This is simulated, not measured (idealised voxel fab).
Name of the process module below: voxel transistor to metal
We display cut, a cross-section 175 nm in width whose square cells are each 5 nm.
Reading order for cross-sections: top band down to bottom band. Underlying form: a grid of square cells. Band size: one or more rows of cells.
Read a band's entry like this: the first values are the height of its top and the height of its bottom in nm, and what follows is the sequence of materials from left to right, each with its width in nm. Note that "empty" is empty space, and that a single material marked "edge to edge" reaches across the band from edge to edge.
Beneath 0, the wafer as received is one material, and that level is where height counting begins. The lowest band goes on downward without a bottom; it is written like "z 0 and below".
Read "30->40" as a graded width: first number on top, second number at the bottom, same change between each pair of neighbouring rows.
Where a step carries "no modification", the cross-section came out of it unchanged, cell for cell.
"Closed empty spaces" enumerates empty spaces isolated from the top, with no open way to it, that contain at least 8 cells, giving each as width x height at distance from the left edge, all three in nm.
On a step's line, text after the settings is the simulator commenting on that step.
Steps that use a mask can have "overlay nm" on their line. It says how far the mask sat to the right of where it was meant to be. Negative means to the left.
[Set out below are the planned steps of the process]
1 RECEIVE, material Si
2 OXIDIZE, depth nm 5
3 CONFORMAL_DEP, material SiN, thk nm 15
4 PATTERN, tone cover, mask id ACTIVE, material resist, width nm 135, thk nm 20, overlay nm 0
5 DIRECTIONAL_ETCH, etch materials SiN, depth nm 15
6 DIRECTIONAL_ETCH, etch materials SiO2, depth nm 5
7 DIRECTIONAL_ETCH, etch materials Si, depth nm 25
8 STRIP, etch materials resist
9 FILL_DEP, material SiO2, thk nm 15
10 CMP, height nm 15
11 SELECTIVE_ETCH, etch materials SiO2, depth nm 10
12 STRIP, etch materials SiN
13 SELECTIVE_ETCH, etch materials SiO2, depth nm 5
14 OXIDIZE, depth nm 5
15 DIRECTIONAL_DEP, material polySi, thk nm 30
16 DIRECTIONAL_DEP, material SiCN, thk nm 15
17 PATTERN, tone cover, mask id GATE, material resist, width nm 35, thk nm 20, overlay nm 0
18 DIRECTIONAL_ETCH, etch materials SiCN, depth nm 25
19 DIRECTIONAL_ETCH, etch materials polySi, depth nm 40
20 STRIP, etch materials resist
21 CONFORMAL_DEP, material SiO2, thk nm 5
22 DIRECTIONAL_ETCH, etch materials SiO2, depth nm 5
23 CONFORMAL_DEP, material SiN, thk nm 10
24 DIRECTIONAL_ETCH, etch materials SiN, depth nm 10
25 DIRECTIONAL_ETCH, etch materials SiO2, depth nm 5
26 DIRECTIONAL_ETCH, etch materials Si, depth nm 15
27 EPI, material nSi, thk nm 15
28 FILL_DEP, material SiO2, thk nm 5
29 CMP, height nm 25
30 STRIP, etch materials polySi
31 SELECTIVE_ETCH, etch materials SiO2, depth nm 5
32 CONFORMAL_DEP, material HfO2, thk nm 5
33 CONFORMAL_DEP, material TiN, thk nm 5
34 FILL_DEP, material W, thk nm 5
35 CMP, height nm 20
36 DIRECTIONAL_DEP, material SiO2, thk nm 10
37 MASKED_ETCH, tone open, mask id CONTACT, width nm 20, pitch nm 95, etch materials SiO2, depth nm 25, overlay nm 0
38 CONFORMAL_DEP, material TiN, thk nm 5
39 FILL_DEP, material W, thk nm 10
40 CMP, height nm 30
41 DIRECTIONAL_DEP, material TiN, thk nm 5
42 DIRECTIONAL_DEP, material W, thk nm 15
43 DIRECTIONAL_DEP, material aC, thk nm 10
44 PATTERN, tone cover, mask id METAL_1, material resist, width nm 20, pitch nm 95, thk nm 30, overlay nm 0
45 DIRECTIONAL_ETCH, etch materials aC, depth nm 10
46 STRIP, etch materials resist
47 DIRECTIONAL_ETCH, etch materials W, depth nm 15
48 DIRECTIONAL_ETCH, etch materials TiN, depth nm 5
49 STRIP, etch materials aC
50 CONFORMAL_DEP, material SiCN, thk nm 5
51 FILL_DEP, material lowk, thk nm 10
52 CMP, height nm 50
53 CONFORMAL_DEP, material SiCN, thk nm 5
[What follows covers the first of two wafers; it ran as planned]
[Wafer as received: cross-section following step 1]
z 0 and below: Si edge to edge
Closed empty spaces: none
[Take a look at the wafer's cross-section after step 2]
z 0 to -5: SiO2 edge to edge
Nothing below the height -5 has changed.
[Take a look at the wafer's cross-section after step 3]
z 15 to 0: SiN edge to edge
Nothing below the height 0 has changed.
[Take a look at the wafer's cross-section after step 4]
z 35 to 15: empty 20, resist 135, empty 20
Nothing below the height 15 has changed.
[Take a look at the wafer's cross-section after step 5]
z 35 to 15: empty 20, resist 135, empty 20
z 15 to 0: empty 20, SiN 135, empty 20
Nothing below the height 0 has changed.
[Take a look at the wafer's cross-section after step 6]
z 35 to 15: empty 20, resist 135, empty 20
z 15 to 0: empty 20, SiN 135, empty 20
z 0 to -5: empty 20, SiO2 135, empty 20
Nothing below the height -5 has changed.
[Take a look at the wafer's cross-section after step 7]
z 35 to 15: empty 20, resist 135, empty 20
z 15 to 0: empty 20, SiN 135, empty 20
z 0 to -5: empty 20, SiO2 135, empty 20
z -5 to -30: empty 20, Si 135, empty 20
Nothing below the height -30 has changed.
[Take a look at the wafer's cross-section after step 8]
z 15 to 0: empty 20, SiN 135, empty 20
Nothing below the height 0 has changed.
[Take a look at the wafer's cross-section after step 9]
z 30 to 15: SiO2 edge to edge
z 15 to 0: SiO2 20, SiN 135, SiO2 20
z 0 to -5: SiO2 edge to edge
z -5 to -30: SiO2 20, Si 135, SiO2 20
Nothing below the height -30 has changed.
[Take a look at the wafer's cross-section after step 10]
z 15 to 0: SiO2 20, SiN 135, SiO2 20
Nothing below the height 0 has changed.
[Take a look at the wafer's cross-section after step 11]
z 15 to 5: empty 20, SiN 135, empty 20
Nothing below the height 5 has changed.
[Take a look at the wafer's cross-section after step 12]
z 5 to 0: SiO2 20, empty 135, SiO2 20
Nothing below the height 0 has changed.
[Take a look at the wafer's cross-section after step 13]
z 0 to -5: SiO2 15, empty 145, SiO2 15
Nothing below the height -5 has changed.
[Take a look at the wafer's cross-section after step 14]
z 0 to -5: SiO2 15, empty 145, SiO2 15
z -5 to -10: SiO2 edge to edge
Nothing below the height -10 has changed.
[Take a look at the wafer's cross-section after step 15]
z 30 to 25: polySi 15, empty 145, polySi 15
z 25 to 0: polySi edge to edge
z 0 to -5: SiO2 15, polySi 145, SiO2 15
Nothing below the height -5 has changed.
[Take a look at the wafer's cross-section after step 16]
z 45 to 40: SiCN 15, empty 145, SiCN 15
z 40 to 30: SiCN edge to edge
z 30 to 25: polySi 15, SiCN 145, polySi 15
Nothing below the height 25 has changed.
[Take a look at the wafer's cross-section after step 17]
z 65 to 45: empty 70, resist 35, empty 70
z 45 to 40: SiCN 15, empty 55, resist 35, empty 55, SiCN 15
Nothing below the height 40 has changed.
[Take a look at the wafer's cross-section after step 18]
z 65 to 40: empty 70, resist 35, empty 70
z 40 to 30: empty 70, SiCN 35, empty 70
z 30 to 25: polySi 15, empty 55, SiCN 35, empty 55, polySi 15
Nothing below the height 25 has changed.
[Take a look at the wafer's cross-section after step 19]
z 65 to 40: empty 70, resist 35, empty 70
z 40 to 25: empty 70, SiCN 35, empty 70
z 25 to 0: empty 70, polySi 35, empty 70
z 0 to -5: SiO2 15, empty 55, polySi 35, empty 55, SiO2 15
Nothing below the height -5 has changed.
[Take a look at the wafer's cross-section after step 20]
z 40 to 25: empty 70, SiCN 35, empty 70
Nothing below the height 25 has changed.
[Take a look at the wafer's cross-section after step 21]
z 45 to 40: empty 65, SiO2 45, empty 65
z 40 to 25: empty 65, SiO2 5, SiCN 35, SiO2 5, empty 65
z 25 to 5: empty 65, SiO2 5, polySi 35, SiO2 5, empty 65
z 5 to 0: SiO2 20, empty 45, SiO2 5, polySi 35, SiO2 5, empty 45, SiO2 20
z 0 to -5: SiO2 70, polySi 35, SiO2 70
Nothing below the height -5 has changed.
[Take a look at the wafer's cross-section after step 22]
z 40 to 25: empty 65, SiO2 5, SiCN 35, SiO2 5, empty 65
z 25 to 0: empty 65, SiO2 5, polySi 35, SiO2 5, empty 65
z 0 to -5: SiO2 20, empty 45, SiO2 5, polySi 35, SiO2 5, empty 45, SiO2 20
Nothing below the height -5 has changed.
[Take a look at the wafer's cross-section after step 23]
z 50 to 40: empty 55, SiN 65, empty 55
z 40 to 25: empty 55, SiN 10, SiO2 5, SiCN 35, SiO2 5, SiN 10, empty 55
z 25 to 10: empty 55, SiN 10, SiO2 5, polySi 35, SiO2 5, SiN 10, empty 55
z 10 to 5: SiN 30, empty 25, SiN 10, SiO2 5, polySi 35, SiO2 5, SiN 10, empty 25, SiN 30
z 5 to 0: SiN 65, SiO2 5, polySi 35, SiO2 5, SiN 65
z 0 to -5: SiO2 20, SiN 45, SiO2 5, polySi 35, SiO2 5, SiN 45, SiO2 20
Nothing below the height -5 has changed.
[Take a look at the wafer's cross-section after step 24]
z 40 to 25: empty 55, SiN 10, SiO2 5, SiCN 35, SiO2 5, SiN 10, empty 55
z 25 to 0: empty 55, SiN 10, SiO2 5, polySi 35, SiO2 5, SiN 10, empty 55
z 0 to -5: SiO2 20, SiN 10, empty 25, SiN 10, SiO2 5, polySi 35, SiO2 5, SiN 10, empty 25, SiN 10, SiO2 20
Nothing below the height -5 has changed.
[Take a look at the wafer's cross-section after step 25]
z 40 to 35: empty 55, SiN 10, empty 5, SiCN 35, empty 5, SiN 10, empty 55
z 35 to 25: empty 55, SiN 10, SiO2 5, SiCN 35, SiO2 5, SiN 10, empty 55
z 25 to 0: empty 55, SiN 10, SiO2 5, polySi 35, SiO2 5, SiN 10, empty 55
z 0 to -5: empty 20, SiN 10, empty 25, SiN 10, SiO2 5, polySi 35, SiO2 5, SiN 10, empty 25, SiN 10, empty 20
z -5 to -10: SiO2 30, empty 25, SiO2 65, empty 25, SiO2 30
Nothing below the height -10 has changed.
[Take a look at the wafer's cross-section after step 26]
z 40 to 35: empty 55, SiN 10, empty 5, SiCN 35, empty 5, SiN 10, empty 55
z 35 to 25: empty 55, SiN 10, SiO2 5, SiCN 35, SiO2 5, SiN 10, empty 55
z 25 to 0: empty 55, SiN 10, SiO2 5, polySi 35, SiO2 5, SiN 10, empty 55
z 0 to -5: empty 20, SiN 10, empty 25, SiN 10, SiO2 5, polySi 35, SiO2 5, SiN 10, empty 25, SiN 10, empty 20
z -5 to -10: SiO2 30, empty 25, SiO2 65, empty 25, SiO2 30
z -10 to -25: SiO2 20, Si 10, empty 25, Si 65, empty 25, Si 10, SiO2 20
Nothing below the height -25 has changed.
[Take a look at the wafer's cross-section after step 27]
z 40 to 35: empty 55, SiN 10, empty 5, SiCN 35, empty 5, SiN 10, empty 55
z 35 to 25: empty 55, SiN 10, SiO2 5, SiCN 35, SiO2 5, SiN 10, empty 55
z 25 to 5: empty 55, SiN 10, SiO2 5, polySi 35, SiO2 5, SiN 10, empty 55
z 5 to 0: empty 25, nSi 30, SiN 10, SiO2 5, polySi 35, SiO2 5, SiN 10, nSi 30, empty 25
z 0 to -5: empty 20, SiN 10, nSi 25, SiN 10, SiO2 5, polySi 35, SiO2 5, SiN 10, nSi 25, SiN 10, empty 20
z -5 to -10: SiO2 30, nSi 25, SiO2 65, nSi 25, SiO2 30
z -10 to -25: SiO2 20, Si 10, nSi 25, Si 65, nSi 25, Si 10, SiO2 20
Nothing below the height -25 has changed.
[Take a look at the wafer's cross-section after step 28]
z 45 to 40: SiO2 edge to edge
z 40 to 25: SiO2 55, SiN 10, SiO2 5, SiCN 35, SiO2 5, SiN 10, SiO2 55
z 25 to 5: SiO2 55, SiN 10, SiO2 5, polySi 35, SiO2 5, SiN 10, SiO2 55
z 5 to 0: SiO2 25, nSi 30, SiN 10, SiO2 5, polySi 35, SiO2 5, SiN 10, nSi 30, SiO2 25
z 0 to -5: SiO2 20, SiN 10, nSi 25, SiN 10, SiO2 5, polySi 35, SiO2 5, SiN 10, nSi 25, SiN 10, SiO2 20
Nothing below the height -5 has changed.
[Take a look at the wafer's cross-section after step 29]
z 25 to 5: SiO2 55, SiN 10, SiO2 5, polySi 35, SiO2 5, SiN 10, SiO2 55
Nothing below the height 5 has changed.
[Take a look at the wafer's cross-section after step 30]
z 25 to 5: SiO2 55, SiN 10, SiO2 5, empty 35, SiO2 5, SiN 10, SiO2 55
z 5 to 0: SiO2 25, nSi 30, SiN 10, SiO2 5, empty 35, SiO2 5, SiN 10, nSi 30, SiO2 25
z 0 to -5: SiO2 20, SiN 10, nSi 25, SiN 10, SiO2 5, empty 35, SiO2 5, SiN 10, nSi 25, SiN 10, SiO2 20
Nothing below the height -5 has changed.
[Take a look at the wafer's cross-section after step 31]
z 25 to 20: empty 55, SiN 10, empty 45, SiN 10, empty 55
z 20 to 5: SiO2 55, SiN 10, empty 45, SiN 10, SiO2 55
z 5 to 0: SiO2 25, nSi 30, SiN 10, empty 45, SiN 10, nSi 30, SiO2 25
z 0 to -5: SiO2 20, SiN 10, nSi 25, SiN 10, empty 45, SiN 10, nSi 25, SiN 10, SiO2 20
z -5 to -10: SiO2 30, nSi 25, SiO2 10, empty 45, SiO2 10, nSi 25, SiO2 30
Nothing below the height -10 has changed.
[Take a look at the wafer's cross-section after step 32]
z 30 to 25: empty 50, HfO2 20, empty 35, HfO2 20, empty 50
z 25 to 20: HfO2 55, SiN 10, HfO2 5, empty 35, HfO2 5, SiN 10, HfO2 55
z 20 to 5: SiO2 55, SiN 10, HfO2 5, empty 35, HfO2 5, SiN 10, SiO2 55
z 5 to 0: SiO2 25, nSi 30, SiN 10, HfO2 5, empty 35, HfO2 5, SiN 10, nSi 30, SiO2 25
z 0 to -5: SiO2 20, SiN 10, nSi 25, SiN 10, HfO2 5, empty 35, HfO2 5, SiN 10, nSi 25, SiN 10, SiO2 20
z -5 to -10: SiO2 30, nSi 25, SiO2 10, HfO2 45, SiO2 10, nSi 25, SiO2 30
Nothing below the height -10 has changed.
[Take a look at the wafer's cross-section after step 33]
z 35 to 30: empty 45, TiN 30, empty 25, TiN 30, empty 45
z 30 to 25: TiN 50, HfO2 20, TiN 5, empty 25, TiN 5, HfO2 20, TiN 50
z 25 to 20: HfO2 55, SiN 10, HfO2 5, TiN 5, empty 25, TiN 5, HfO2 5, SiN 10, HfO2 55
z 20 to 5: SiO2 55, SiN 10, HfO2 5, TiN 5, empty 25, TiN 5, HfO2 5, SiN 10, SiO2 55
z 5 to 0: SiO2 25, nSi 30, SiN 10, HfO2 5, TiN 5, empty 25, TiN 5, HfO2 5, SiN 10, nSi 30, SiO2 25
z 0 to -5: SiO2 20, SiN 10, nSi 25, SiN 10, HfO2 5, TiN 35, HfO2 5, SiN 10, nSi 25, SiN 10, SiO2 20
Nothing below the height -5 has changed.
[Take a look at the wafer's cross-section after step 34]
z 40 to 35: W edge to edge
z 35 to 30: W 45, TiN 30, W 25, TiN 30, W 45
z 30 to 25: TiN 50, HfO2 20, TiN 5, W 25, TiN 5, HfO2 20, TiN 50
z 25 to 20: HfO2 55, SiN 10, HfO2 5, TiN 5, W 25, TiN 5, HfO2 5, SiN 10, HfO2 55
z 20 to 5: SiO2 55, SiN 10, HfO2 5, TiN 5, W 25, TiN 5, HfO2 5, SiN 10, SiO2 55
z 5 to 0: SiO2 25, nSi 30, SiN 10, HfO2 5, TiN 5, W 25, TiN 5, HfO2 5, SiN 10, nSi 30, SiO2 25
Nothing below the height 0 has changed.
[Take a look at the wafer's cross-section after step 35]
z 20 to 5: SiO2 55, SiN 10, HfO2 5, TiN 5, W 25, TiN 5, HfO2 5, SiN 10, SiO2 55
Nothing below the height 5 has changed.
[Take a look at the wafer's cross-section after step 36]
z 30 to 20: SiO2 edge to edge
Nothing below the height 20 has changed.
[Take a look at the wafer's cross-section after step 37]
z 30 to 20: SiO2 30, empty 20, SiO2 75, empty 20, SiO2 30
z 20 to 5: SiO2 30, empty 20, SiO2 5, SiN 10, HfO2 5, TiN 5, W 25, TiN 5, HfO2 5, SiN 10, SiO2 5, empty 20, SiO2 30
Nothing below the height 5 has changed.
[Take a look at the wafer's cross-section after step 38]
z 35 to 30: TiN 35, empty 10, TiN 85, empty 10, TiN 35
z 30 to 20: SiO2 30, TiN 5, empty 10, TiN 5, SiO2 75, TiN 5, empty 10, TiN 5, SiO2 30
z 20 to 10: SiO2 30, TiN 5, empty 10, TiN 5, SiO2 5, SiN 10, HfO2 5, TiN 5, W 25, TiN 5, HfO2 5, SiN 10, SiO2 5, TiN 5, empty 10, TiN 5, SiO2 30
z 10 to 5: SiO2 30, TiN 20, SiO2 5, SiN 10, HfO2 5, TiN 5, W 25, TiN 5, HfO2 5, SiN 10, SiO2 5, TiN 20, SiO2 30
Nothing below the height 5 has changed.
[Take a look at the wafer's cross-section after step 39]
z 45 to 35: W edge to edge
z 35 to 30: TiN 35, W 10, TiN 85, W 10, TiN 35
z 30 to 20: SiO2 30, TiN 5, W 10, TiN 5, SiO2 75, TiN 5, W 10, TiN 5, SiO2 30
z 20 to 10: SiO2 30, TiN 5, W 10, TiN 5, SiO2 5, SiN 10, HfO2 5, TiN 5, W 25, TiN 5, HfO2 5, SiN 10, SiO2 5, TiN 5, W 10, TiN 5, SiO2 30
Nothing below the height 10 has changed.
[Take a look at the wafer's cross-section after step 40]
z 30 to 20: SiO2 30, TiN 5, W 10, TiN 5, SiO2 75, TiN 5, W 10, TiN 5, SiO2 30
Nothing below the height 20 has changed.
[Take a look at the wafer's cross-section after step 41]
z 35 to 30: TiN edge to edge
Nothing below the height 30 has changed.
[Take a look at the wafer's cross-section after step 42]
z 50 to 35: W edge to edge
Nothing below the height 35 has changed.
[Take a look at the wafer's cross-section after step 43]
z 60 to 50: aC edge to edge
Nothing below the height 50 has changed.
[Take a look at the wafer's cross-section after step 44]
z 90 to 60: empty 30, resist 20, empty 75, resist 20, empty 30
Nothing below the height 60 has changed.
[Take a look at the wafer's cross-section after step 45]
z 80 to 60: empty 30, resist 20, empty 75, resist 20, empty 30
z 60 to 50: empty 30, aC 20, empty 75, aC 20, empty 30
Nothing below the height 50 has changed.
[Take a look at the wafer's cross-section after step 46]
z 60 to 50: empty 30, aC 20, empty 75, aC 20, empty 30
Nothing below the height 50 has changed.
[Take a look at the wafer's cross-section after step 47]
z 60 to 50: empty 30, aC 20, empty 75, aC 20, empty 30
z 50 to 35: empty 30, W 20, empty 75, W 20, empty 30
Nothing below the height 35 has changed.
[Take a look at the wafer's cross-section after step 48]
z 60 to 50: empty 30, aC 20, empty 75, aC 20, empty 30
z 50 to 35: empty 30, W 20, empty 75, W 20, empty 30
z 35 to 30: empty 30, TiN 20, empty 75, TiN 20, empty 30
Nothing below the height 30 has changed.
[Take a look at the wafer's cross-section after step 49]
z 50 to 35: empty 30, W 20, empty 75, W 20, empty 30
Nothing below the height 35 has changed.
[Take a look at the wafer's cross-section after step 50]
z 55 to 50: empty 25, SiCN 30, empty 65, SiCN 30, empty 25
z 50 to 35: empty 25, SiCN 5, W 20, SiCN 5, empty 65, SiCN 5, W 20, SiCN 5, empty 25
z 35 to 30: SiCN 30, TiN 20, SiCN 75, TiN 20, SiCN 30
Nothing below the height 30 has changed.
[Take a look at the wafer's cross-section after step 51]
z 65 to 55: lowk edge to edge
z 55 to 50: lowk 25, SiCN 30, lowk 65, SiCN 30, lowk 25
z 50 to 35: lowk 25, SiCN 5, W 20, SiCN 5, lowk 65, SiCN 5, W 20, SiCN 5, lowk 25
Nothing below the height 35 has changed.
[Take a look at the wafer's cross-section after step 52]
z 50 to 35: lowk 25, SiCN 5, W 20, SiCN 5, lowk 65, SiCN 5, W 20, SiCN 5, lowk 25
Nothing below the height 35 has changed.
[Take a look at the wafer's cross-section after step 53]
z 55 to 50: SiCN edge to edge
Nothing below the height 50 has changed.
[Second wafer: same start and same plan as the first, one execution error; identical to the first through step 37]
[Cross-section, second wafer, at the end time the plan gives for step 38]
z 35 to 30: aC 35, empty 10, aC 85, empty 10, aC 35
z 30 to 20: SiO2 30, aC 5, empty 10, aC 5, SiO2 75, aC 5, empty 10, aC 5, SiO2 30
z 20 to 10: SiO2 30, aC 5, empty 10, aC 5, SiO2 5, SiN 10, HfO2 5, TiN 5, W 25, TiN 5, HfO2 5, SiN 10, SiO2 5, aC 5, empty 10, aC 5, SiO2 30
z 10 to 5: SiO2 30, aC 20, SiO2 5, SiN 10, HfO2 5, TiN 5, W 25, TiN 5, HfO2 5, SiN 10, SiO2 5, aC 20, SiO2 30
Nothing below the height 5 has changed.
[Cross-section, second wafer, at the end time the plan gives for step 39]
z 45 to 35: W edge to edge
z 35 to 30: aC 35, W 10, aC 85, W 10, aC 35
z 30 to 20: SiO2 30, aC 5, W 10, aC 5, SiO2 75, aC 5, W 10, aC 5, SiO2 30
z 20 to 10: SiO2 30, aC 5, W 10, aC 5, SiO2 5, SiN 10, HfO2 5, TiN 5, W 25, TiN 5, HfO2 5, SiN 10, SiO2 5, aC 5, W 10, aC 5, SiO2 30
Nothing below the height 10 has changed.
[Cross-section, second wafer, at the end time the plan gives for step 40]
z 30 to 20: SiO2 30, aC 5, W 10, aC 5, SiO2 75, aC 5, W 10, aC 5, SiO2 30
Nothing below the height 20 has changed.
[Cross-section, second wafer, at the end time the plan gives for step 41]
z 35 to 30: TiN edge to edge
Nothing below the height 30 has changed.
[Cross-section, second wafer, at the end time the plan gives for step 42]
z 50 to 35: W edge to edge
Nothing below the height 35 has changed.
[Cross-section, second wafer, at the end time the plan gives for step 43]
z 60 to 50: aC edge to edge
Nothing below the height 50 has changed.
[Cross-section, second wafer, at the end time the plan gives for step 44]
z 90 to 60: empty 30, resist 20, empty 75, resist 20, empty 30
Nothing below the height 60 has changed.
[Cross-section, second wafer, at the end time the plan gives for step 45]
z 80 to 60: empty 30, resist 20, empty 75, resist 20, empty 30
z 60 to 50: empty 30, aC 20, empty 75, aC 20, empty 30
Nothing below the height 50 has changed.
[Cross-section, second wafer, at the end time the plan gives for step 46]
z 60 to 50: empty 30, aC 20, empty 75, aC 20, empty 30
Nothing below the height 50 has changed.
[Cross-section, second wafer, at the end time the plan gives for step 47]
z 60 to 50: empty 30, aC 20, empty 75, aC 20, empty 30
z 50 to 35: empty 30, W 20, empty 75, W 20, empty 30
Nothing below the height 35 has changed.
[Cross-section, second wafer, at the end time the plan gives for step 48]
z 60 to 50: empty 30, aC 20, empty 75, aC 20, empty 30
z 50 to 35: empty 30, W 20, empty 75, W 20, empty 30
z 35 to 30: empty 30, TiN 20, empty 75, TiN 20, empty 30
Nothing below the height 30 has changed.
[Cross-section, second wafer, at the end time the plan gives for step 49]
z 50 to 35: empty 30, W 20, empty 75, W 20, empty 30
Nothing below the height 35 has changed.
[Cross-section, second wafer, at the end time the plan gives for step 50]
z 55 to 50: empty 25, SiCN 30, empty 65, SiCN 30, empty 25
z 50 to 35: empty 25, SiCN 5, W 20, SiCN 5, empty 65, SiCN 5, W 20, SiCN 5, empty 25
z 35 to 30: SiCN 30, TiN 20, SiCN 75, TiN 20, SiCN 30
Nothing below the height 30 has changed.
[Cross-section, second wafer, at the end time the plan gives for step 51]
z 65 to 55: lowk edge to edge
z 55 to 50: lowk 25, SiCN 30, lowk 65, SiCN 30, lowk 25
z 50 to 35: lowk 25, SiCN 5, W 20, SiCN 5, lowk 65, SiCN 5, W 20, SiCN 5, lowk 25
Nothing below the height 35 has changed.
[Cross-section, second wafer, at the end time the plan gives for step 52]
z 50 to 35: lowk 25, SiCN 5, W 20, SiCN 5, lowk 65, SiCN 5, W 20, SiCN 5, lowk 25
Nothing below the height 35 has changed.
[Cross-section, second wafer, at the end time the plan gives for step 53]
z 55 to 50: SiCN edge to edge
Nothing below the height 50 has changed.
What went wrong in running the wafer? step 38 was not run as planned; what actually ran was CONFORMAL_DEP, material aC, thk nm 5
at the end the second wafer has, in cells: 24 fewer of TiN; 24 more of aC
